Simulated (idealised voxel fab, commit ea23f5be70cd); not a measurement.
Process module under the name voxel capacitor over wiring
Cross-section cut spans 170 nm and uses square cells 5 nm in size.
Notation: cross-section as square-cell grid; stated in bands, top first, going down; one or more cell rows per band.
The band entry comprises the height of the band's top followed by the height of its bottom, expressed in nm, and subsequently the band's materials from left to right, each stated together with its width in nm. Where a single material is marked with the word "edge to edge", that material fills the band from edge to edge. The word "blank" represents empty space.
Basically, 0 is our baseline, since under it the wafer straight out of the box is all one material. The bottom band has no lower end and keeps on going down, so it looks like "from 0 down".
The width entry "30..40" should be interpreted row by row: the top row of cells in the band takes the first number, the bottom row takes the second number, and the change between adjacent rows is uniform throughout.
Reading "identical to before" for a step: not a cell of the cross-section changed in it.
Closed-off voids of 8+ cells (no open route to the top) go in "Closed void listing", written width x height at distance from the left edge, in nm.
The remark found on a step's line after its settings is issued by the simulator itself and pertains to that step.
The line of a step may include "overlay nm". On a step with a mask, this value is how far to the right of its planned place the mask lay. A negative value means the mask lay to the left.

### Below is the list of planned process steps
1 RECEIVE [material Si]
2 CONFORMAL_DEP [material SiO2] [thk nm 10]
3 CONFORMAL_DEP [material SiN] [thk nm 5]
4 DIRECTIONAL_DEP [material SiO2] [thk nm 15]
5 PATTERN [tone open] [mask id METAL_1] [material resist] [width nm 30] [pitch nm 95] [thk nm 15] [overlay nm 0]
6 DIRECTIONAL_ETCH [etch materials SiO2] [depth nm 15]
7 DIRECTIONAL_ETCH [etch materials SiN] [depth nm 5]
8 STRIP [etch materials resist]
9 CONFORMAL_DEP [material TiN] [thk nm 5]
10 FILL_DEP [material Cu] [thk nm 5]
11 CMP [height nm 30]
12 CONFORMAL_DEP [material SiCN] [thk nm 5]
13 DIRECTIONAL_DEP [material SiO2] [thk nm 10]
14 DIRECTIONAL_DEP [material aC] [thk nm 10]
15 PATTERN [tone open] [mask id PLUG_1] [material resist] [width nm 15] [thk nm 25] [overlay nm 0]
16 DIRECTIONAL_ETCH [etch materials aC] [depth nm 10]
17 STRIP [etch materials resist]
18 DIRECTIONAL_ETCH [etch materials SiO2] [depth nm 10]
19 DIRECTIONAL_ETCH [etch materials SiCN] [depth nm 5]
20 STRIP [etch materials aC]
21 CONFORMAL_DEP [material TiN] [thk nm 5]
22 FILL_DEP [material Ru] [thk nm 5]
23 CMP [height nm 45]
24 DIRECTIONAL_DEP [material TiN] [thk nm 10]
25 DIRECTIONAL_DEP [material HfO2] [thk nm 5]
26 DIRECTIONAL_DEP [material TiN] [thk nm 10]
27 MASKED_ETCH [tone cover] [mask id UPPER_PLATE] [width nm 70] [etch materials TiN] [depth nm 10] [overlay nm 0]
28 MASKED_ETCH [tone cover] [mask id UPPER_PLATE] [width nm 70] [etch materials HfO2] [depth nm 5] [overlay nm 0]
29 DIRECTIONAL_DEP [material aC] [thk nm 15]
30 PATTERN [tone cover] [mask id LOWER_PLATE] [material resist] [width nm 80] [thk nm 30] [overlay nm 0]
31 DIRECTIONAL_ETCH [etch materials aC] [depth nm 15]
32 STRIP [etch materials resist]
33 DIRECTIONAL_ETCH [etch materials TiN] [depth nm 10]
34 STRIP [etch materials aC]
35 FILL_DEP [material SiO2] [thk nm 15]
36 CMP [height nm 80]
37 PATTERN [tone open] [mask id PLUG_2] [material resist] [width nm 15] [thk nm 15] [overlay nm 0]
38 DIRECTIONAL_ETCH [etch materials SiO2] [depth nm 10]
39 STRIP [etch materials resist]
40 CONFORMAL_DEP [material TiN] [thk nm 5]
41 FILL_DEP [material Ru] [thk nm 10]
42 CMP [height nm 80]
43 CONFORMAL_DEP [material SiCN] [thk nm 5]

### First wafer of two (run as planned)

### As received (post step 1): cross-section
from 0 down: Si edge to edge
Closed void listing: none

### Wafer after step 2 (cross-section)
from 10 to 0: SiO2 edge to edge
Beneath the level 0, the cross-section is identical to its previous state.

### Wafer after step 3 (cross-section)
from 15 to 10: SiN edge to edge
Beneath the level 10, the cross-section is identical to its previous state.

### Wafer after step 4 (cross-section)
from 30 to 15: SiO2 edge to edge
Beneath the level 15, the cross-section is identical to its previous state.

### Wafer after step 5 (cross-section)
from 45 to 30: resist (20); blank (30); resist (65); blank (30); resist (25)
Beneath the level 30, the cross-section is identical to its previous state.

### Wafer after step 6 (cross-section)
from 45 to 30: resist (20); blank (30); resist (65); blank (30); resist (25)
from 30 to 15: SiO2 (20); blank (30); SiO2 (65); blank (30); SiO2 (25)
Beneath the level 15, the cross-section is identical to its previous state.

### Wafer after step 7 (cross-section)
from 45 to 30: resist (20); blank (30); resist (65); blank (30); resist (25)
from 30 to 15: SiO2 (20); blank (30); SiO2 (65); blank (30); SiO2 (25)
from 15 to 10: SiN (20); blank (30); SiN (65); blank (30); SiN (25)
Beneath the level 10, the cross-section is identical to its previous state.

### Wafer after step 8 (cross-section)
from 30 to 15: SiO2 (20); blank (30); SiO2 (65); blank (30); SiO2 (25)
Beneath the level 15, the cross-section is identical to its previous state.

### Wafer after step 9 (cross-section)
from 35 to 30: TiN (25); blank (20); TiN (75); blank (20); TiN (30)
from 30 to 15: SiO2 (20); TiN (5); blank (20); TiN (5); SiO2 (65); TiN (5); blank (20); TiN (5); SiO2 (25)
from 15 to 10: SiN (20); TiN (30); SiN (65); TiN (30); SiN (25)
Beneath the level 10, the cross-section is identical to its previous state.

### Wafer after step 10 (cross-section)
from 40 to 35: Cu edge to edge
from 35 to 30: TiN (25); Cu (20); TiN (75); Cu (20); TiN (30)
from 30 to 15: SiO2 (20); TiN (5); Cu (20); TiN (5); SiO2 (65); TiN (5); Cu (20); TiN (5); SiO2 (25)
Beneath the level 15, the cross-section is identical to its previous state.

### Wafer after step 11 (cross-section)
from 30 to 15: SiO2 (20); TiN (5); Cu (20); TiN (5); SiO2 (65); TiN (5); Cu (20); TiN (5); SiO2 (25)
Beneath the level 15, the cross-section is identical to its previous state.

### Wafer after step 12 (cross-section)
from 35 to 30: SiCN edge to edge
Beneath the level 30, the cross-section is identical to its previous state.

### Wafer after step 13 (cross-section)
from 45 to 35: SiO2 edge to edge
Beneath the level 35, the cross-section is identical to its previous state.

### Wafer after step 14 (cross-section)
from 55 to 45: aC edge to edge
Beneath the level 45, the cross-section is identical to its previous state.

### Wafer after step 15 (cross-section)
from 80 to 55: resist (35); blank (15); resist (120)
Beneath the level 55, the cross-section is identical to its previous state.

### Wafer after step 16 (cross-section)
from 70 to 55: resist (35); blank (15); resist (120)
from 55 to 45: aC (35); blank (15); aC (120)
Beneath the level 45, the cross-section is identical to its previous state.

### Wafer after step 17 (cross-section)
from 55 to 45: aC (35); blank (15); aC (120)
Beneath the level 45, the cross-section is identical to its previous state.

### Wafer after step 18 (cross-section)
from 55 to 45: aC (35); blank (15); aC (120)
from 45 to 35: SiO2 (35); blank (15); SiO2 (120)
Beneath the level 35, the cross-section is identical to its previous state.

### Wafer after step 19 (cross-section)
from 55 to 45: aC (35); blank (15); aC (120)
from 45 to 35: SiO2 (35); blank (15); SiO2 (120)
from 35 to 30: SiCN (35); blank (15); SiCN (120)
Beneath the level 30, the cross-section is identical to its previous state.

### Wafer after step 20 (cross-section)
from 45 to 35: SiO2 (35); blank (15); SiO2 (120)
Beneath the level 35, the cross-section is identical to its previous state.

### Wafer after step 21 (cross-section)
from 50 to 45: TiN (40); blank (5); TiN (125)
from 45 to 35: SiO2 (35); TiN (5); blank (5); TiN (5); SiO2 (120)
from 35 to 30: SiCN (35); TiN (15); SiCN (120)
Beneath the level 30, the cross-section is identical to its previous state.

### Wafer after step 22 (cross-section)
from 55 to 50: Ru edge to edge
from 50 to 45: TiN (40); Ru (5); TiN (125)
from 45 to 35: SiO2 (35); TiN (5); Ru (5); TiN (5); SiO2 (120)
Beneath the level 35, the cross-section is identical to its previous state.

### Wafer after step 23 (cross-section)
from 45 to 35: SiO2 (35); TiN (5); Ru (5); TiN (5); SiO2 (120)
Beneath the level 35, the cross-section is identical to its previous state.

### Wafer after step 24 (cross-section)
from 55 to 45: TiN edge to edge
Beneath the level 45, the cross-section is identical to its previous state.

### Wafer after step 25 (cross-section)
from 60 to 55: HfO2 edge to edge
Beneath the level 55, the cross-section is identical to its previous state.

### Wafer after step 26 (cross-section)
from 70 to 60: TiN edge to edge
Beneath the level 60, the cross-section is identical to its previous state.

### Wafer after step 27 (cross-section)
from 70 to 60: blank (35); TiN (70); blank (65)
Beneath the level 60, the cross-section is identical to its previous state.

### Wafer after step 28 (cross-section)
from 70 to 60: blank (35); TiN (70); blank (65)
from 60 to 55: blank (35); HfO2 (70); blank (65)
Beneath the level 55, the cross-section is identical to its previous state.

### Wafer after step 29 (cross-section)
from 85 to 70: blank (35); aC (70); blank (65)
from 70 to 60: aC (35); TiN (70); aC (65)
from 60 to 55: aC (35); HfO2 (70); aC (65)
Beneath the level 55, the cross-section is identical to its previous state.

### Wafer after step 30 (cross-section)
from 115 to 85: blank (30); resist (80); blank (60)
from 85 to 70: blank (30); resist (5); aC (70); resist (5); blank (60)
Beneath the level 70, the cross-section is identical to its previous state.

### Wafer after step 31 (cross-section)
from 100 to 85: blank (30); resist (80); blank (60)
from 85 to 70: blank (30); resist (5); aC (70); resist (5); blank (60)
from 70 to 60: blank (30); aC (5); TiN (70); aC (5); blank (60)
from 60 to 55: blank (30); aC (5); HfO2 (70); aC (5); blank (60)
Beneath the level 55, the cross-section is identical to its previous state.

### Wafer after step 32 (cross-section)
from 85 to 70: blank (35); aC (70); blank (65)
Beneath the level 70, the cross-section is identical to its previous state.

### Wafer after step 33 (cross-section)
from 85 to 70: blank (35); aC (70); blank (65)
from 70 to 60: blank (30); aC (5); TiN (70); aC (5); blank (60)
from 60 to 55: blank (30); aC (5); HfO2 (70); aC (5); blank (60)
from 55 to 45: blank (30); TiN (80); blank (60)
Beneath the level 45, the cross-section is identical to its previous state.

### Wafer after step 34 (cross-section)
from 70 to 60: blank (35); TiN (70); blank (65)
from 60 to 55: blank (35); HfO2 (70); blank (65)
Beneath the level 55, the cross-section is identical to its previous state.

### Wafer after step 35 (cross-section)
from 85 to 70: SiO2 edge to edge
from 70 to 60: SiO2 (35); TiN (70); SiO2 (65)
from 60 to 55: SiO2 (35); HfO2 (70); SiO2 (65)
from 55 to 45: SiO2 (30); TiN (80); SiO2 (60)
Beneath the level 45, the cross-section is identical to its previous state.

### Wafer after step 36 (cross-section)
from 80 to 70: SiO2 edge to edge
Beneath the level 70, the cross-section is identical to its previous state.

### Wafer after step 37 (cross-section)
from 95 to 80: resist (45); blank (15); resist (110)
Beneath the level 80, the cross-section is identical to its previous state.

### Wafer after step 38 (cross-section)
from 95 to 80: resist (45); blank (15); resist (110)
from 80 to 70: SiO2 (45); blank (15); SiO2 (110)
Beneath the level 70, the cross-section is identical to its previous state.

### Wafer after step 39 (cross-section)
from 80 to 70: SiO2 (45); blank (15); SiO2 (110)
Beneath the level 70, the cross-section is identical to its previous state.

### Wafer after step 40 (cross-section)
from 85 to 80: TiN (50); blank (5); TiN (115)
from 80 to 75: SiO2 (45); TiN (5); blank (5); TiN (5); SiO2 (110)
from 75 to 70: SiO2 (45); TiN (15); SiO2 (110)
Beneath the level 70, the cross-section is identical to its previous state.

### Wafer after step 41 (cross-section)
from 95 to 85: Ru edge to edge
from 85 to 80: TiN (50); Ru (5); TiN (115)
from 80 to 75: SiO2 (45); TiN (5); Ru (5); TiN (5); SiO2 (110)
Beneath the level 75, the cross-section is identical to its previous state.

### Wafer after step 42 (cross-section)
from 80 to 75: SiO2 (45); TiN (5); Ru (5); TiN (5); SiO2 (110)
Beneath the level 75, the cross-section is identical to its previous state.

### Wafer after step 43 (cross-section)
from 85 to 80: SiCN edge to edge
Beneath the level 80, the cross-section is identical to its previous state.

### Second wafer: same start and same plan as the first, one execution error; identical to the first through step 2

### Second wafer, cross-section, planned end of step 3
from 25 to 0: SiO2 edge to edge
Beneath the level 0, the cross-section is identical to its previous state.

### Second wafer, cross-section, planned end of step 4
from 30 to 25: SiN edge to edge
Beneath the level 25, the cross-section is identical to its previous state.

### Second wafer, cross-section, planned end of step 5
from 45 to 30: resist (20); blank (30); resist (65); blank (30); resist (25)
Beneath the level 30, the cross-section is identical to its previous state.

Second wafer, cross-section, planned end of step 6: identical to before

### Second wafer, cross-section, planned end of step 7
from 45 to 30: resist (20); blank (30); resist (65); blank (30); resist (25)
from 30 to 25: SiN (20); blank (30); SiN (65); blank (30); SiN (25)
Beneath the level 25, the cross-section is identical to its previous state.

### Second wafer, cross-section, planned end of step 8
from 30 to 25: SiN (20); blank (30); SiN (65); blank (30); SiN (25)
Beneath the level 25, the cross-section is identical to its previous state.

### Second wafer, cross-section, planned end of step 9
from 35 to 30: TiN (25); blank (20); TiN (75); blank (20); TiN (30)
from 30 to 25: SiN (20); TiN (30); SiN (65); TiN (30); SiN (25)
Beneath the level 25, the cross-section is identical to its previous state.

### Second wafer, cross-section, planned end of step 10
from 40 to 35: Cu edge to edge
from 35 to 30: TiN (25); Cu (20); TiN (75); Cu (20); TiN (30)
Beneath the level 30, the cross-section is identical to its previous state.

### Second wafer, cross-section, planned end of step 11
from 30 to 25: SiN (20); TiN (30); SiN (65); TiN (30); SiN (25)
Beneath the level 25, the cross-section is identical to its previous state.

### Second wafer, cross-section, planned end of step 12
from 35 to 30: SiCN edge to edge
Beneath the level 30, the cross-section is identical to its previous state.

### Second wafer, cross-section, planned end of step 13
from 45 to 35: SiO2 edge to edge
Beneath the level 35, the cross-section is identical to its previous state.

### Second wafer, cross-section, planned end of step 14
from 55 to 45: aC edge to edge
Beneath the level 45, the cross-section is identical to its previous state.

### Second wafer, cross-section, planned end of step 15
from 80 to 55: resist (35); blank (15); resist (120)
Beneath the level 55, the cross-section is identical to its previous state.

### Second wafer, cross-section, planned end of step 16
from 70 to 55: resist (35); blank (15); resist (120)
from 55 to 45: aC (35); blank (15); aC (120)
Beneath the level 45, the cross-section is identical to its previous state.

### Second wafer, cross-section, planned end of step 17
from 55 to 45: aC (35); blank (15); aC (120)
Beneath the level 45, the cross-section is identical to its previous state.

### Second wafer, cross-section, planned end of step 18
from 55 to 45: aC (35); blank (15); aC (120)
from 45 to 35: SiO2 (35); blank (15); SiO2 (120)
Beneath the level 35, the cross-section is identical to its previous state.

### Second wafer, cross-section, planned end of step 19
from 55 to 45: aC (35); blank (15); aC (120)
from 45 to 35: SiO2 (35); blank (15); SiO2 (120)
from 35 to 30: SiCN (35); blank (15); SiCN (120)
Beneath the level 30, the cross-section is identical to its previous state.

### Second wafer, cross-section, planned end of step 20
from 45 to 35: SiO2 (35); blank (15); SiO2 (120)
Beneath the level 35, the cross-section is identical to its previous state.

### Second wafer, cross-section, planned end of step 21
from 50 to 45: TiN (40); blank (5); TiN (125)
from 45 to 35: SiO2 (35); TiN (5); blank (5); TiN (5); SiO2 (120)
from 35 to 30: SiCN (35); TiN (15); SiCN (120)
Beneath the level 30, the cross-section is identical to its previous state.

### Second wafer, cross-section, planned end of step 22
from 55 to 50: Ru edge to edge
from 50 to 45: TiN (40); Ru (5); TiN (125)
from 45 to 35: SiO2 (35); TiN (5); Ru (5); TiN (5); SiO2 (120)
Beneath the level 35, the cross-section is identical to its previous state.

### Second wafer, cross-section, planned end of step 23
from 45 to 35: SiO2 (35); TiN (5); Ru (5); TiN (5); SiO2 (120)
Beneath the level 35, the cross-section is identical to its previous state.

### Second wafer, cross-section, planned end of step 24
from 55 to 45: TiN edge to edge
Beneath the level 45, the cross-section is identical to its previous state.

### Second wafer, cross-section, planned end of step 25
from 60 to 55: HfO2 edge to edge
Beneath the level 55, the cross-section is identical to its previous state.

### Second wafer, cross-section, planned end of step 26
from 70 to 60: TiN edge to edge
Beneath the level 60, the cross-section is identical to its previous state.

### Second wafer, cross-section, planned end of step 27
from 70 to 60: blank (35); TiN (70); blank (65)
Beneath the level 60, the cross-section is identical to its previous state.

### Second wafer, cross-section, planned end of step 28
from 70 to 60: blank (35); TiN (70); blank (65)
from 60 to 55: blank (35); HfO2 (70); blank (65)
Beneath the level 55, the cross-section is identical to its previous state.

### Second wafer, cross-section, planned end of step 29
from 85 to 70: blank (35); aC (70); blank (65)
from 70 to 60: aC (35); TiN (70); aC (65)
from 60 to 55: aC (35); HfO2 (70); aC (65)
Beneath the level 55, the cross-section is identical to its previous state.

### Second wafer, cross-section, planned end of step 30
from 115 to 85: blank (30); resist (80); blank (60)
from 85 to 70: blank (30); resist (5); aC (70); resist (5); blank (60)
Beneath the level 70, the cross-section is identical to its previous state.

### Second wafer, cross-section, planned end of step 31
from 100 to 85: blank (30); resist (80); blank (60)
from 85 to 70: blank (30); resist (5); aC (70); resist (5); blank (60)
from 70 to 60: blank (30); aC (5); TiN (70); aC (5); blank (60)
from 60 to 55: blank (30); aC (5); HfO2 (70); aC (5); blank (60)
Beneath the level 55, the cross-section is identical to its previous state.

### Second wafer, cross-section, planned end of step 32
from 85 to 70: blank (35); aC (70); blank (65)
Beneath the level 70, the cross-section is identical to its previous state.

### Second wafer, cross-section, planned end of step 33
from 85 to 70: blank (35); aC (70); blank (65)
from 70 to 60: blank (30); aC (5); TiN (70); aC (5); blank (60)
from 60 to 55: blank (30); aC (5); HfO2 (70); aC (5); blank (60)
from 55 to 45: blank (30); TiN (80); blank (60)
Beneath the level 45, the cross-section is identical to its previous state.

### Second wafer, cross-section, planned end of step 34
from 70 to 60: blank (35); TiN (70); blank (65)
from 60 to 55: blank (35); HfO2 (70); blank (65)
Beneath the level 55, the cross-section is identical to its previous state.

### Second wafer, cross-section, planned end of step 35
from 85 to 70: SiO2 edge to edge
from 70 to 60: SiO2 (35); TiN (70); SiO2 (65)
from 60 to 55: SiO2 (35); HfO2 (70); SiO2 (65)
from 55 to 45: SiO2 (30); TiN (80); SiO2 (60)
Beneath the level 45, the cross-section is identical to its previous state.

### Second wafer, cross-section, planned end of step 36
from 80 to 70: SiO2 edge to edge
Beneath the level 70, the cross-section is identical to its previous state.

### Second wafer, cross-section, planned end of step 37
from 95 to 80: resist (45); blank (15); resist (110)
Beneath the level 80, the cross-section is identical to its previous state.

### Second wafer, cross-section, planned end of step 38
from 95 to 80: resist (45); blank (15); resist (110)
from 80 to 70: SiO2 (45); blank (15); SiO2 (110)
Beneath the level 70, the cross-section is identical to its previous state.

### Second wafer, cross-section, planned end of step 39
from 80 to 70: SiO2 (45); blank (15); SiO2 (110)
Beneath the level 70, the cross-section is identical to its previous state.

### Second wafer, cross-section, planned end of step 40
from 85 to 80: TiN (50); blank (5); TiN (115)
from 80 to 75: SiO2 (45); TiN (5); blank (5); TiN (5); SiO2 (110)
from 75 to 70: SiO2 (45); TiN (15); SiO2 (110)
Beneath the level 70, the cross-section is identical to its previous state.

### Second wafer, cross-section, planned end of step 41
from 95 to 85: Ru edge to edge
from 85 to 80: TiN (50); Ru (5); TiN (115)
from 80 to 75: SiO2 (45); TiN (5); Ru (5); TiN (5); SiO2 (110)
Beneath the level 75, the cross-section is identical to its previous state.

### Second wafer, cross-section, planned end of step 42
from 80 to 75: SiO2 (45); TiN (5); Ru (5); TiN (5); SiO2 (110)
Beneath the level 75, the cross-section is identical to its previous state.

### Second wafer, cross-section, planned end of step 43
from 85 to 80: SiCN edge to edge
Beneath the level 80, the cross-section is identical to its previous state.
Against the plan, the run slipped here: order of steps 3 and 4 inverted relative to the plan
End of process, cell counts, second wafer against first, materials with more or fewer: Cu: 24 fewer | SiO2: 36 more | TiN: 12 fewer
